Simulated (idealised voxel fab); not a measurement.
Process module under the name voxel self aligned contacts
The width of the displayed cross-section, cut, is 240 nm; its cells are square, with a size of 5 nm.
Cross-section, as written here: a square-cell grid given band by band from the top down, where a band holds one or more rows of cells.
Per band: top height and bottom height in nm, followed by the left-to-right materials and their widths in nm; "everywhere" marks a single material spanning edge to edge, "air" marks empty space.
Convention: height 0 is the level below which the wafer, as received, is all one material. The lowest band does not terminate at the bottom but continues downward, represented as "0 -> down".
Graded width ("30 to 40"): value in top row of band = first number; value in bottom row = second number; row-to-row change constant.
Basically "changes: none" means that step didn't change any cell in the cross-section.
Closed-off voids of 8+ cells (no open route to the top) go in "Catalogued sealed voids", written width x height at distance from the left edge, in nm.
Past the settings on a step's line: simulator remark, on that step.
When a step includes a mask, the "overlay nm" setting on its line states how far to the right of its planned place that mask lay, and negative values state how far to the left.
**Below is the list of planned process steps**
- 1: RECEIVE | material Si
- 2: CONFORMAL_DEP | material SiO2 | thk nm 5
- 3: DIRECTIONAL_DEP | material polySi | thk nm 25
- 4: DIRECTIONAL_DEP | material SiN | thk nm 20
- 5: DIRECTIONAL_DEP | material aC | thk nm 15
- 6: PATTERN | tone cover | mask id GATE | material resist | width nm 35 | pitch nm 60 | thk nm 30 | overlay nm 0
- 7: DIRECTIONAL_ETCH | etch materials aC | depth nm 15
- 8: STRIP | etch materials resist
- 9: DIRECTIONAL_ETCH | etch materials SiN | depth nm 20
- 10: DIRECTIONAL_ETCH | etch materials polySi | depth nm 25
- 11: STRIP | etch materials aC
- 12: CONFORMAL_DEP | material SiN | thk nm 5
- 13: DIRECTIONAL_ETCH | etch materials SiN | depth nm 5
- 14: FILL_DEP | material SiO2 | thk nm 15
- 15: CMP | height nm 55
- 16: PATTERN | tone open | mask id CONTACT | material resist | width nm 45 | thk nm 15 | overlay nm 0
- 17: DIRECTIONAL_ETCH | etch materials SiO2 | depth nm 55
- 18: STRIP | etch materials resist
- 19: CONFORMAL_DEP | material TiN | thk nm 5
- 20: FILL_DEP | material W | thk nm 5
- 21: CMP | height nm 45
- 22: CONFORMAL_DEP | material SiN | thk nm 5
Wafer-to-wafer difference: height nm, step 21. Common start. Plan = first wafer's value.
**Cross-section: the first of several wafers in its as-received state, i.e. following step 1**
  0 -> down: Si everywhere
  Catalogued sealed voids: none
**Every row in this table is a wafer at the end of the module, and it gives, for each of the materials, the cells that wafer has gained (+) or lost (-) since it was received, then its closed voids**
height nm 45, +122 SiN, +261 SiO2, +19 TiN, +8 W, +70 polySi, Catalogued sealed voids: none
height nm 50, +140 SiN, +288 SiO2, +21 TiN, +9 W, +70 polySi, Catalogued sealed voids: none
height nm 55, +140 SiN, +327 SiO2, +29 TiN, +10 W, +70 polySi, Catalogued sealed voids: none
height nm 60, +140 SiN, +327 SiO2, +70 TiN, +17 W, +70 polySi, Catalogued sealed voids: none
height nm 65, +140 SiN, +327 SiO2, +70 TiN, +65 W, +70 polySi, Catalogued sealed voids: none
